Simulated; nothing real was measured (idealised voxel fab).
Proc. module: voxel tone inversion
The figure presents cross-section cut, which has a width of 220 nm and is divided into square cells with an edge length of 5 nm.
A cross-section is written here as square cells arranged in a grid, and it is given in bands from the top down, each band taking up one or more rows of cells.
The band entry comprises the height of the band's top followed by the height of its bottom, expressed in nm, and subsequently the band's materials from left to right, each stated together with its width in nm. Where a single material is marked with the word "edge to edge", that material fills the band from edge to edge. The word "air" represents empty space.
Convention: height 0 is the level below which the wafer, as received, is all one material. The lowest band does not terminate at the bottom but continues downward, represented as "0 and below".
The notation "30->40" denotes a width that varies across the rows of cells in the band, beginning at the first number in the top row, finishing at the second number in the bottom row, and changing by an identical amount from each row to the next.
Key: "nothing different" - step with no changed cell in the cross-section.
"Closed void listing": sealed empty spaces, 8 cells or more, no open way to top, listed width x height at distance, with distance from the left edge and width, height and distance in nm.
Text after the settings on a step's line: the simulator's own remark on that step.
Each step line may optionally specify "overlay nm", which for a step with a mask gives the rightward distance between the mask's planned place and where it lay, a negative value indicating the leftward direction.

**Intended process steps**
1 op RECEIVE | material Si
2 op CONFORMAL_DEP | material SiN | thk nm 5
3 op DIRECTIONAL_DEP | material aC | thk nm 20
4 op PATTERN | tone cover | mask id POSTS | material resist | width nm 20 | pitch nm 40 | thk nm 30 | overlay nm 0
5 op DIRECTIONAL_ETCH | etch materials aC | depth nm 20
6 op STRIP | etch materials resist
7 op FILL_DEP | material lowk | thk nm 5
8 op CMP | height nm 25
9 op STRIP | etch materials aC
10 op CONFORMAL_DEP | material TiN | thk nm 5
11 op FILL_DEP | material Cu | thk nm 10
12 op CMP | height nm 25
13 op CONFORMAL_DEP | material SiCN | thk nm 5

**Wafer as received: cross-section following step 1**
  0 and below  Si edge to edge
  Closed void listing: none

**Starting structure and process plan are as shown above, but one mistake was made in running the module; the wafer cross-section at the end of the module follows**
  30 down to 25  SiCN edge to edge
  25 down to 10  Cu 75; TiN 5; lowk 20; TiN 5; Cu 10; TiN 5; lowk 20; TiN 5; Cu 75
  10 down to 5  TiN 80; lowk 20; TiN 20; lowk 20; TiN 80
  5 down to 0  SiN edge to edge
  0 and below  Si edge to edge
  Closed void listing: none
Diagnosis: it should be noted that step 4 was executed with settings other than those planned, the operation and settings actually applied being op PATTERN | tone open | mask id POSTS | material resist | width nm 20 | pitch nm 40 | thk nm 30 | overlay nm 0
